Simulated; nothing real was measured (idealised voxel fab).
Process module, titled voxel self aligned contacts
For reference, the cross-section in this document is cut, with width 225 nm and square cells of 5 nm.
This document writes a cross-section as a grid whose cells are square, and gives it as bands, listed from the top down; one or more rows of cells form a band. Within each band entry, the heights of the top and of the bottom of the band appear first, in that order and in nm; the materials of the band then follow from left to right, each with its corresponding width in nm. The designation "throughout" on a single material indicates that it fills the band from edge to edge; the designation "air" indicates empty space. Zero point of the height axis is 0; under it, received wafer = one material. Lowest band: continues down indefinitely, "0 and below". The two numbers in a width such as "30..40" mark its ends across the band: the first belongs to the top row of cells, the second to the bottom row, and from each row to the next the width moves by the same amount. Take "same as before" at face value: in the step it is given for, the cross-section changed in none of its cells. "Internal closed voids" lists enclosed empty spaces (at least 8 cells, no open path upward to the top), each as width x height at distance from the left edge, in nm. The remark found on a step's line after its settings is issued by the simulator itself and pertains to that step. "overlay nm" on a masked step: distance the mask lay right of its planned place, negative for left.

[This section lists the process steps that were planned]
- 1: RECEIVE [material Si]
- 2: OXIDIZE [depth nm 5]
- 3: DIRECTIONAL_DEP [material polySi] [thk nm 20]
- 4: DIRECTIONAL_DEP [material SiN] [thk nm 20]
- 5: DIRECTIONAL_DEP [material aC] [thk nm 10]
- 6: PATTERN [tone cover] [mask id GATE] [material resist] [width nm 25] [pitch nm 50] [thk nm 30] [overlay nm 0]
- 7: DIRECTIONAL_ETCH [etch materials aC] [depth nm 10]
- 8: STRIP [etch materials resist]
- 9: DIRECTIONAL_ETCH [etch materials SiN] [depth nm 20]
- 10: DIRECTIONAL_ETCH [etch materials polySi] [depth nm 20]
- 11: STRIP [etch materials aC]
- 12: CONFORMAL_DEP [material SiN] [thk nm 5]
- 13: DIRECTIONAL_ETCH [etch materials SiN] [depth nm 5]
- 14: FILL_DEP [material SiO2] [thk nm 15]
- 15: CMP [height nm 50]
- 16: PATTERN [tone open] [mask id CONTACT] [material resist] [width nm 35] [pitch nm 50] [thk nm 20] [overlay nm 0]
- 17: DIRECTIONAL_ETCH [etch materials SiO2] [depth nm 55]
- 18: STRIP [etch materials resist]
- 19: CONFORMAL_DEP [material TiN] [thk nm 5]
- 20: FILL_DEP [material Ru] [thk nm 5]
- 21: CMP [height nm 50]
- 22: CONFORMAL_DEP [material SiCN] [thk nm 5]

[Cross-section of the wafer upon arrival, representing the state reached after step 1]
    0 and below: Si throughout
    Internal closed voids: none

[End-of-module cross-section of the first of two wafers, processed as planned]
    55 down to 50: SiCN throughout
    50 down to 40: SiO2 (70) | TiN (5..15) | Ru (25..5) | TiN (5..15) | SiO2 (15) | TiN (5..15) | Ru (25..5) | TiN (5..15) | SiO2 (70)
    40 down to 20: SiO2 (45) | SiN (35) | TiN (5) | Ru (5) | TiN (5) | SiN (35) | TiN (5) | Ru (5) | TiN (5) | SiN (35) | SiO2 (45)
    20 down to 0: SiO2 (45) | SiN (5) | polySi (25) | SiN (5) | TiN (5) | Ru (5) | TiN (5) | SiN (5) | polySi (25) | SiN (5) | TiN (5) | Ru (5) | TiN (5) | SiN (5) | polySi (25) | SiN (5) | SiO2 (45)
    0 down to -5: SiO2 (80) | TiN (15) | SiO2 (35) | TiN (15) | SiO2 (80)
    -5 and below: Si throughout
    Internal closed voids: none

[second wafer at the end: like start, like plan, one mistake]
    55 down to 50: SiCN throughout
    50 down to 40: SiO2 (45) | SiN (35) | TiN (5) | Ru (5) | TiN (5) | SiN (35) | TiN (5) | Ru (5) | TiN (5) | SiN (35) | SiO2 (45)
    40 down to 25: SiO2 (45) | SiN (5) | polySi (25) | SiN (5) | TiN (5) | Ru (5) | TiN (5) | SiN (5) | polySi (25) | SiN (5) | TiN (5) | Ru (5) | TiN (5) | SiN (5) | polySi (25) | SiN (5) | SiO2 (45)
    25 down to 20: SiO2 (45) | SiN (5) | polySi (25) | SiN (5) | TiN (15) | SiN (5) | polySi (25) | SiN (5) | TiN (15) | SiN (5) | polySi (25) | SiN (5) | SiO2 (45)
    20 down to 0: polySi throughout
    0 down to -5: SiO2 throughout
    -5 and below: Si throughout
    Internal closed voids: none
It is concluded that the wafer was processed incorrectly with respect to the plan, in that plan step 3 was twice executed
End check, counted in cells, second wafer has more or fewer of these materials than the first: 18 fewer of Ru | 42 fewer of SiN | 92 fewer of SiO2 | 28 fewer of TiN | 180 more of polySi
